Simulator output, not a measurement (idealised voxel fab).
The following is a process module called voxel self aligned contacts.
Square cell edge 5 nm, section width 220 nm, ID cut.
Each cross-section below is a grid of square cells, stated as bands in top-down order, with one or more rows of cells making up each band.
Band entry format. Leading values: height of top, height of bottom, nm. Remainder: materials in left-to-right order, each with its width in nm. Special words: "throughout" on a single material, which then fills the band edge to edge; "blank", empty space.
For the purposes of this specification, 0 denotes the height below which the wafer in its as-received condition is composed wholly of one material, and the lowermost band, lacking a lower limit, extends downward without end, as expressed in "z 0 and below".
A two-number width, for instance "30 to 40", indicates that the width is equal to the first number in the top row of the band and to the second number in the bottom row, and that it changes by a constant amount per row of cells.
When a step is marked "left unchanged", none of the cells in the cross-section changed during that step.
"closed voids" means: voids of 8 cells or more that are shut off from the top with no open way through. Written width x height at distance, distance from the left edge, in nm.
Whatever follows a step's settings on its line is a remark the simulator itself makes about that step.
"overlay nm" on a masked step: distance the mask lay right of its planned place, negative for left.
-- So here's the lineup of process steps we planned
- 1: RECEIVE: material Si
- 2: OXIDIZE: depth nm 5
- 3: DIRECTIONAL_DEP: material polySi, thk nm 30
- 4: DIRECTIONAL_DEP: material SiN, thk nm 20
- 5: PATTERN: tone cover, mask id GATE, material resist, width nm 35, pitch nm 65, thk nm 15, overlay nm 0
- 6: DIRECTIONAL_ETCH: etch materials SiN, depth nm 20
- 7: DIRECTIONAL_ETCH: etch materials polySi, depth nm 30
- 8: STRIP: etch materials resist
- 9: CONFORMAL_DEP: material SiN, thk nm 5
- 10: DIRECTIONAL_ETCH: etch materials SiN, depth nm 5
- 11: FILL_DEP: material SiO2, thk nm 15
- 12: CMP: height nm 55
- 13: PATTERN: tone open, mask id CONTACT, material resist, width nm 50, pitch nm 65, thk nm 15, overlay nm 0
- 14: DIRECTIONAL_ETCH: etch materials SiO2, depth nm 60
- 15: STRIP: etch materials resist
- 16: CONFORMAL_DEP: material TiN, thk nm 5
- 17: FILL_DEP: material Ru, thk nm 10
- 18: CMP: height nm 55
- 19: CONFORMAL_DEP: material SiN, thk nm 5
Don't read the plan's depth nm for step 10 as applying to every wafer: that's the first wafer's value, and the wafers differ in it, though they all start identical.
-- This is how the first of several wafers looked in cross-section when it arrived, which is after step 1
- z 0 and below  Si throughout
- closed voids: none
-- The first of several wafers, seen in cross-section after the module's last step, step 19
- z 60 to 55  SiN throughout
- z 55 to 50  SiO2 (50); TiN (20); Ru (10); TiN (20); SiO2 (15); TiN (20); Ru (10); TiN (20); SiO2 (55)
- z 50 to 30  SiO2 (20); SiN (45); TiN (5); Ru (10); TiN (5); SiN (45); TiN (5); Ru (10); TiN (5); SiN (45); SiO2 (25)
- z 30 to 0  SiO2 (20); SiN (5); polySi (35); SiN (5); TiN (5); Ru (10); TiN (5); SiN (5); polySi (35); SiN (5); TiN (5); Ru (10); TiN (5); SiN (5); polySi (35); SiN (5); SiO2 (25)
- z 0 to -5  SiO2 (65); TiN (20); SiO2 (45); TiN (20); SiO2 (70)
- z -5 and below  Si throughout
- closed voids: none
-- Cross-sectional depiction of the last of several wafers upon completion of the module
- z 60 to 55  SiN throughout
- z 55 to 45  SiO2 (50); TiN (5); Ru (40); TiN (5); SiO2 (15); TiN (5); Ru (40); TiN (5); SiO2 (55)
- z 45 to 40  SiO2 (50); TiN (20); Ru (10); TiN (20); SiO2 (15); TiN (20); Ru (10); TiN (20); SiO2 (55)
- z 40 to 30  SiO2 (20); SiN (45); TiN (5); Ru (10); TiN (5); SiN (45); TiN (5); Ru (10); TiN (5); SiN (45); SiO2 (25)
- z 30 to 0  SiO2 (20); SiN (5); polySi (35); SiN (5); TiN (5); Ru (10); TiN (5); SiN (5); polySi (35); SiN (5); TiN (5); Ru (10); TiN (5); SiN (5); polySi (35); SiN (5); SiO2 (25)
- z 0 to -5  SiO2 (65); TiN (20); SiO2 (45); TiN (20); SiO2 (70)
- z -5 and below  Si throughout
- closed voids: none
-- Take any row and you have a wafer at the end of the module: how many cells of each material it has gained (+) or lost (-) since it was received, and then its closed voids
depth nm 5 | +44 Ru | -44 Si | +188 SiN | +150 SiO2 | +64 TiN | +126 polySi | closed voids: none
depth nm 10 | +56 Ru | -44 Si | +161 SiN | +165 SiO2 | +64 TiN | +126 polySi | closed voids: none
depth nm 15 | +68 Ru | -44 Si | +134 SiN | +180 SiO2 | +64 TiN | +126 polySi | closed voids: none
